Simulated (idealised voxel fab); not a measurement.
Documented hereafter: the process module known as voxel self aligned vias.
Cross-section cut spans 265 nm and uses square cells 5 nm in size.
The cross-sections in this document take the form of a grid made of square cells. They are written out as bands, in order from top to bottom. Each band consists of one or more rows of cells.
Quick guide to a band line: top height, bottom height (nm) up front; then every material left to right with its width in nm. Only one material and it's marked "all across"? Then it fills the band edge to edge. And "empty" just means empty space.
Basically, 0 is our baseline, since under it the wafer straight out of the box is all one material. The bottom band has no lower end and keeps on going down, so it looks like "0 nm and below".
You'd read "30 to 40" like this: the band's top row of cells is as wide as the first number, its bottom row is as wide as the second, and going down, every row changes width by the same amount as the row before did.
The cross-section has no changed cell in any step marked "same as before".
Closed empty spaces (no open way to the top) of 8 cells or more are what "Closed cavities" lists, each as width x height at distance from the left edge, nm for all three.
On each step's line, the part that comes after the settings is the simulator's own comment on the step.
overlay nm: step with mask; distance mask lay right of planned place; negative value = left of planned place.
[So here's the lineup of process steps we planned]
1 RECEIVE (material Si)
2 CONFORMAL_DEP (material SiO2; thk nm 15)
3 CONFORMAL_DEP (material SiCN; thk nm 5)
4 DIRECTIONAL_DEP (material SiO2; thk nm 30)
5 MASKED_ETCH (tone open; mask id LINES; width nm 25; pitch nm 70; etch materials SiO2; depth nm 30; overlay nm 0)
6 CONFORMAL_DEP (material TiN; thk nm 5)
7 FILL_DEP (material W; thk nm 10)
8 CMP (height nm 50)
9 SELECTIVE_ETCH (etch materials W Ru TiN; depth nm 10)
10 FILL_DEP (material SiN; thk nm 10)
11 CMP (height nm 50)
12 DIRECTIONAL_DEP (material SiO2; thk nm 15)
13 DIRECTIONAL_DEP (material aC; thk nm 10)
14 PATTERN (tone open; mask id VIAS; material resist; width nm 45; pitch nm 70; thk nm 25; overlay nm 0)
15 DIRECTIONAL_ETCH (etch materials aC; depth nm 10)
16 STRIP (etch materials resist)
17 DIRECTIONAL_ETCH (etch materials SiO2; depth nm 15)
18 DIRECTIONAL_ETCH (etch materials SiN; depth nm 10)
19 STRIP (etch materials aC)
20 CONFORMAL_DEP (material TiN; thk nm 5)
21 FILL_DEP (material W; thk nm 10)
22 CMP (height nm 65)
23 CONFORMAL_DEP (material SiCN; thk nm 5)
[Here's what the wafer looked like in cross-section when it arrived - that's after step 1]
	0 nm and below = Si all across
	Closed cavities: none
[Here's the cross-section of the first of our two wafers at the end of the module - it ran as planned]
	70 nm to 65 nm = SiCN all across
	65 nm to 55 nm = 40 of SiO2, then 5 of TiN, then 35 of W, then 5 of TiN, then 25 of SiO2, then 5 of TiN, then 35 of W, then 5 of TiN, then 25 of SiO2, then 5 of TiN, then 35 of W, then 5 of TiN, then 40 of SiO2
	55 nm to 45 nm = 40 to 50 of SiO2, then 15 to 5 of TiN, then 15 of W, then 15 to 5 of TiN, then 25 to 45 of SiO2, then 15 to 5 of TiN, then 15 of W, then 15 to 5 of TiN, then 25 to 45 of SiO2, then 15 to 5 of TiN, then 15 of W, then 15 to 5 of TiN, then 40 to 50 of SiO2
	45 nm to 40 nm = 50 of SiO2, then 25 of TiN, then 45 of SiO2, then 25 of TiN, then 45 of SiO2, then 25 of TiN, then 50 of SiO2
	40 nm to 25 nm = 50 of SiO2, then 5 of TiN, then 15 of W, then 5 of TiN, then 45 of SiO2, then 5 of TiN, then 15 of W, then 5 of TiN, then 45 of SiO2, then 5 of TiN, then 15 of W, then 5 of TiN, then 50 of SiO2
	25 nm to 20 nm = 50 of SiO2, then 25 of TiN, then 45 of SiO2, then 25 of TiN, then 45 of SiO2, then 25 of TiN, then 50 of SiO2
	20 nm to 15 nm = SiCN all across
	15 nm to 0 nm = SiO2 all across
	0 nm and below = Si all across
	Closed cavities: none
[Second of two wafers, module complete, sectioned: it shares the first wafer's start and plan but was run with one mistake]
	70 nm to 65 nm = SiCN all across
	65 nm to 55 nm = 40 of SiO2, then 5 of TiN, then 35 of W, then 5 of TiN, then 25 of SiO2, then 5 of TiN, then 35 of W, then 5 of TiN, then 25 of SiO2, then 5 of TiN, then 35 of W, then 5 of TiN, then 40 of SiO2
	55 nm to 50 nm = 40 of SiO2, then 45 of TiN, then 25 of SiO2, then 45 of TiN, then 25 of SiO2, then 45 of TiN, then 40 of SiO2
	50 nm to 45 nm = SiCN all across
	45 nm to 0 nm = SiO2 all across
	0 nm and below = Si all across
	Closed cavities: none
What was done differently from what was planned? mixed up steps 3 and 4 - ran each in the other's place
Final wafer comparison in cells, second versus first, more or fewer per material: SiO2: 90 more; TiN: 45 fewer; W: 45 fewer
